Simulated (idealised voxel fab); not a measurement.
The process module presented herein is designated voxel tone inversion.
In the cross-section labelled cut, the width is 195 nm and each square cell is 5 nm.
How to read a cross-section here: the picture is a grid of square cells, written as bands going from the top down, and any band can span one or more rows of cells.
What a band's entry tells you: where the top is and where the bottom is, as heights in nm, and after that what lies inside, material by material from left to right, each with its width in nm. Empty space is written as the word "empty", and a single material marked with the word "full width" occupies the band from edge to edge.
Counting heights begins at 0, where everything beneath is, in the wafer as received, one material. The lowest band has no bottom; it goes on downwards, as "top 0, no bottom" shows.
It should be noted that a width expressed as "30->40" varies in equal increments from row to row of cells within the band, taking the value of the first number at the top row and that of the second number at the bottom row.
"no alterations made", as given for a step, is the statement that not any cell of the cross-section underwent a change during that step.
Heads up: "Entrapped voids" only lists the empty pockets with no open path to the top that are 8 cells or more, and it writes them as width x height at distance, distance from the left edge, in nm.
The remark found on a step's line after its settings is issued by the simulator itself and pertains to that step.
overlay nm: how far to the right of its planned place the mask lay on this masked step (negative: to the left).

## Listed below are the process steps as planned
| 1 | RECEIVE: material Si |
| 2 | CONFORMAL_DEP: material SiCN, thk nm 10 |
| 3 | DIRECTIONAL_DEP: material aC, thk nm 15 |
| 4 | PATTERN: tone cover, mask id POSTS, material resist, width nm 25, pitch nm 55, thk nm 25, overlay nm 0 |
| 5 | DIRECTIONAL_ETCH: etch materials aC, depth nm 15 |
| 6 | STRIP: etch materials resist |
| 7 | FILL_DEP: material lowk, thk nm 5 |
| 8 | CMP: height nm 25 |
| 9 | STRIP: etch materials aC |

## Step 1 complete: cross-section of the wafer as received
	top 0, no bottom: Si full width
	Entrapped voids: none

## Here's the cross-section of the first of our two wafers at the end of the module - it ran as planned
	top 25, bottom 10: lowk (30)  empty (25)  lowk (30)  empty (25)  lowk (30)  empty (25)  lowk (30)
	top 10, bottom 0: SiCN full width
	top 0, no bottom: Si full width
	Entrapped voids: none

## Second wafer of the two, sectioned at the end of the module. It began like the first and followed the same plan, but one mistake was made while running it
	top 25, bottom 10: lowk (35)  empty (25)  lowk (30)  empty (25)  lowk (30)  empty (25)  lowk (25)
	top 10, bottom 0: SiCN full width
	top 0, no bottom: Si full width
	Entrapped voids: none
Here's what went sideways: in deviation from the planned setting, step 4 was conducted as PATTERN: tone cover, mask id POSTS, material resist, width nm 25, pitch nm 55, thk nm 25, overlay nm 5
Upon completion, the cell count for each material on the second wafer equals that on the first, whereas the spatial distribution of those cells differs.
